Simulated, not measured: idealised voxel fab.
The process module presented herein is designated voxel quadruple lines.
Each square cell in cross-section cut measures 5 nm, and the section as a whole is 225 nm wide.
Cross-sections here: square-cell grids, written as top-down lists of bands, a band being one or more rows of cells.
Band: top and bottom heights (nm) first, top before bottom; then materials from left to right, widths in nm. "throughout" marks a sole material filling the band edge to edge. "air" denotes empty space.
Measure heights from 0. That's the level where, below it, the as-received wafer is all one material. The lowest band is bottomless and extends downward; write it as in "z 0 and below".
Per-row width for "30 to 40": begins at first number (top row of band), ends at second number (bottom row), increment between rows held constant.
Any step labelled "nothing got changed" changed none of the cells in the cross-section.
Voids not open to the top, 8 cells minimum: see "Unvented voids". Written width x height at distance; distance is from the left edge; nm.
That trailing text on a step's line, after the settings, is the simulator's own remark on the step.
overlay nm: on a step with a mask, how far right of its planned place the mask lay; negative means left.

# Listed below are the process steps as planned
1,op RECEIVE | material Si
2,op CONFORMAL_DEP | material SiO2 | thk nm 5
3,op DIRECTIONAL_DEP | material W | thk nm 10
4,op DIRECTIONAL_DEP | material polySi | thk nm 15
5,op DIRECTIONAL_DEP | material aC | thk nm 20
6,op PATTERN | tone cover | mask id MANDREL | material resist | width nm 20 | thk nm 30 | overlay nm 0
7,op DIRECTIONAL_ETCH | etch materials aC | depth nm 20
8,op STRIP | etch materials resist
9,op CONFORMAL_DEP | material SiO2 | thk nm 10
10,op DIRECTIONAL_ETCH | etch materials SiO2 | depth nm 10
11,op STRIP | etch materials aC
12,op DIRECTIONAL_ETCH | etch materials polySi | depth nm 15
13,op STRIP | etch materials SiO2
14,op CONFORMAL_DEP | material SiCN | thk nm 5
15,op DIRECTIONAL_ETCH | etch materials SiCN | depth nm 5
16,op STRIP | etch materials polySi
17,op DIRECTIONAL_ETCH | etch materials W | depth nm 10
18,op STRIP | etch materials SiCN
19,op FILL_DEP | material SiO2 | thk nm 10
20,op CMP | height nm 15

# As-received wafer cross-section (after step 1)
z 0 and below: Si throughout
Unvented voids: none

# Figure: cross-sectional view of the wafer upon completion of the module, processed from the initial state and according to the plan depicted above, with one error introduced during execution
z 15 to 10: SiO2 throughout
z 10 to 0: SiO2: 85, W: 5, SiO2: 10, W: 5, SiO2: 10, W: 5, SiO2: 10, W: 5, SiO2: 90
z 0 and below: Si throughout
Unvented voids: none
Here's what went sideways: the run left out plan step 2 entirely, so it was never executed
